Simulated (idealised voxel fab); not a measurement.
Process module under the name voxel spacer lines
We display cut, a cross-section 225 nm in width whose square cells are each 5 nm.
Format of a cross-section: grid, square cells. Given as bands. Order: top down. Band: one or more rows of cells.
First you get the band's top height and its bottom height, in nm, and then the materials it's made of, left to right, with each width in nm. If you see a single material with "edge to edge", that one covers the band edge to edge. "air" is empty space.
Height is counted from the level 0, under which the received wafer is composed throughout of one material. The lowest of the bands is not closed at the bottom but continues downward, in the notation "from 0 down".
Graded width ("30 to 40"): value in top row of band = first number; value in bottom row = second number; row-to-row change constant.
It should be understood that the words "same as before", when stated for a given step, signify that the cross-section underwent no change in any of its cells during that step.
"Closed empty spaces" - sealed voids, min. 8 cells, no opening to top; format: width x height at distance (distance from left edge; nm throughout).
Heads up: the bit after the settings on a step's line is the simulator's remark on that step.
The line of a step may include "overlay nm". On a step with a mask, this value is how far to the right of its planned place the mask lay. A negative value means the mask lay to the left.
The process steps that were planned are listed below
1. RECEIVE | material Si
2. CONFORMAL_DEP | material Al2O3 | thk nm 10
3. DIRECTIONAL_DEP | material TiN | thk nm 10
4. DIRECTIONAL_DEP | material aC | thk nm 25
5. PATTERN | tone cover | mask id MANDREL | material resist | width nm 25 | pitch nm 70 | thk nm 35 | overlay nm 0
6. DIRECTIONAL_ETCH | etch materials aC | depth nm 25
7. STRIP | etch materials resist
8. CONFORMAL_DEP | material SiO2 | thk nm 10
9. DIRECTIONAL_ETCH | etch materials SiO2 | depth nm 10
10. STRIP | etch materials aC
11. DIRECTIONAL_ETCH | etch materials TiN | depth nm 10
12. STRIP | etch materials SiO2
13. FILL_DEP | material lowk | thk nm 10
14. CMP | height nm 20
Wafer, first of two, run as planned
Here's what the wafer looked like in cross-section when it arrived - that's after step 1
	from 0 down: Si edge to edge
	Closed empty spaces: none
Upon completion of step 2, the wafer appears in cross-section as shown
	from 10 to 0: Al2O3 edge to edge
	below 0: unchanged
Upon completion of step 3, the wafer appears in cross-section as shown
	from 20 to 10: TiN edge to edge
	below 10: unchanged
Upon completion of step 4, the wafer appears in cross-section as shown
	from 45 to 20: aC edge to edge
	below 20: unchanged
Upon completion of step 5, the wafer appears in cross-section as shown
	from 80 to 45: air=30  resist=25  air=45  resist=25  air=45  resist=25  air=30
	below 45: unchanged
Upon completion of step 6, the wafer appears in cross-section as shown
	from 55 to 45: air=30  resist=25  air=45  resist=25  air=45  resist=25  air=30
	from 45 to 20: air=30  aC=25  air=45  aC=25  air=45  aC=25  air=30
	below 20: unchanged
Upon completion of step 7, the wafer appears in cross-section as shown
	from 45 to 20: air=30  aC=25  air=45  aC=25  air=45  aC=25  air=30
	below 20: unchanged
Upon completion of step 8, the wafer appears in cross-section as shown
	from 55 to 45: air=20  SiO2=45  air=25  SiO2=45  air=25  SiO2=45  air=20
	from 45 to 30: air=20  SiO2=10  aC=25  SiO2=10  air=25  SiO2=10  aC=25  SiO2=10  air=25  SiO2=10  aC=25  SiO2=10  air=20
	from 30 to 20: SiO2=30  aC=25  SiO2=45  aC=25  SiO2=45  aC=25  SiO2=30
	below 20: unchanged
Upon completion of step 9, the wafer appears in cross-section as shown
	from 45 to 20: air=20  SiO2=10  aC=25  SiO2=10  air=25  SiO2=10  aC=25  SiO2=10  air=25  SiO2=10  aC=25  SiO2=10  air=20
	below 20: unchanged
Upon completion of step 10, the wafer appears in cross-section as shown
	from 45 to 20: air=20  SiO2=10  air=25  SiO2=10  air=25  SiO2=10  air=25  SiO2=10  air=25  SiO2=10  air=25  SiO2=10  air=20
	below 20: unchanged
Upon completion of step 11, the wafer appears in cross-section as shown
	from 45 to 20: air=20  SiO2=10  air=25  SiO2=10  air=25  SiO2=10  air=25  SiO2=10  air=25  SiO2=10  air=25  SiO2=10  air=20
	from 20 to 10: air=20  TiN=10  air=25  TiN=10  air=25  TiN=10  air=25  TiN=10  air=25  TiN=10  air=25  TiN=10  air=20
	below 10: unchanged
Upon completion of step 12, the wafer appears in cross-section as shown
	from 20 to 10: air=20  TiN=10  air=25  TiN=10  air=25  TiN=10  air=25  TiN=10  air=25  TiN=10  air=25  TiN=10  air=20
	below 10: unchanged
Upon completion of step 13, the wafer appears in cross-section as shown
	from 30 to 20: lowk edge to edge
	from 20 to 10: lowk=20  TiN=10  lowk=25  TiN=10  lowk=25  TiN=10  lowk=25  TiN=10  lowk=25  TiN=10  lowk=25  TiN=10  lowk=20
	below 10: unchanged
Upon completion of step 14, the wafer appears in cross-section as shown
	from 20 to 10: lowk=20  TiN=10  lowk=25  TiN=10  lowk=25  TiN=10  lowk=25  TiN=10  lowk=25  TiN=10  lowk=25  TiN=10  lowk=20
	below 10: unchanged
Second Wafer (Identical Start and Plan, One Processing Error; Matches First Wafer Through Step 4)
Cross-section of the second wafer at the time step 5 of the plan should have ended
	from 80 to 45: air=30  resist=30  air=40  resist=30  air=40  resist=30  air=25
	below 45: unchanged
Cross-section of the second wafer at the time step 6 of the plan should have ended
	from 55 to 45: air=30  resist=30  air=40  resist=30  air=40  resist=30  air=25
	from 45 to 20: air=30  aC=30  air=40  aC=30  air=40  aC=30  air=25
	below 20: unchanged
Cross-section of the second wafer at the time step 7 of the plan should have ended
	from 45 to 20: air=30  aC=30  air=40  aC=30  air=40  aC=30  air=25
	below 20: unchanged
Cross-section of the second wafer at the time step 8 of the plan should have ended
	from 55 to 45: air=20  SiO2=50  air=20  SiO2=50  air=20  SiO2=50  air=15
	from 45 to 30: air=20  SiO2=10  aC=30  SiO2=10  air=20  SiO2=10  aC=30  SiO2=10  air=20  SiO2=10  aC=30  SiO2=10  air=15
	from 30 to 20: SiO2=30  aC=30  SiO2=40  aC=30  SiO2=40  aC=30  SiO2=25
	below 20: unchanged
Cross-section of the second wafer at the time step 9 of the plan should have ended
	from 45 to 20: air=20  SiO2=10  aC=30  SiO2=10  air=20  SiO2=10  aC=30  SiO2=10  air=20  SiO2=10  aC=30  SiO2=10  air=15
	below 20: unchanged
Cross-section of the second wafer at the time step 10 of the plan should have ended
	from 45 to 20: air=20  SiO2=10  air=30  SiO2=10  air=20  SiO2=10  air=30  SiO2=10  air=20  SiO2=10  air=30  SiO2=10  air=15
	below 20: unchanged
Cross-section of the second wafer at the time step 11 of the plan should have ended
	from 45 to 20: air=20  SiO2=10  air=30  SiO2=10  air=20  SiO2=10  air=30  SiO2=10  air=20  SiO2=10  air=30  SiO2=10  air=15
	from 20 to 10: air=20  TiN=10  air=30  TiN=10  air=20  TiN=10  air=30  TiN=10  air=20  TiN=10  air=30  TiN=10  air=15
	below 10: unchanged
Cross-section of the second wafer at the time step 12 of the plan should have ended
	from 20 to 10: air=20  TiN=10  air=30  TiN=10  air=20  TiN=10  air=30  TiN=10  air=20  TiN=10  air=30  TiN=10  air=15
	below 10: unchanged
Cross-section of the second wafer at the time step 13 of the plan should have ended
	from 30 to 20: lowk edge to edge
	from 20 to 10: lowk=20  TiN=10  lowk=30  TiN=10  lowk=20  TiN=10  lowk=30  TiN=10  lowk=20  TiN=10  lowk=30  TiN=10  lowk=15
	below 10: unchanged
Cross-section of the second wafer at the time step 14 of the plan should have ended
	from 20 to 10: lowk=20  TiN=10  lowk=30  TiN=10  lowk=20  TiN=10  lowk=30  TiN=10  lowk=20  TiN=10  lowk=30  TiN=10  lowk=15
	below 10: unchanged
Diagnosis: it should be noted that step 5 was executed with settings other than those planned, the operation and settings actually applied being PATTERN | tone cover | mask id MANDREL | material resist | width nm 30 | pitch nm 70 | thk nm 35 | overlay nm 0
at the end the second wafer has, in cells: as many of each material as the first, in other places
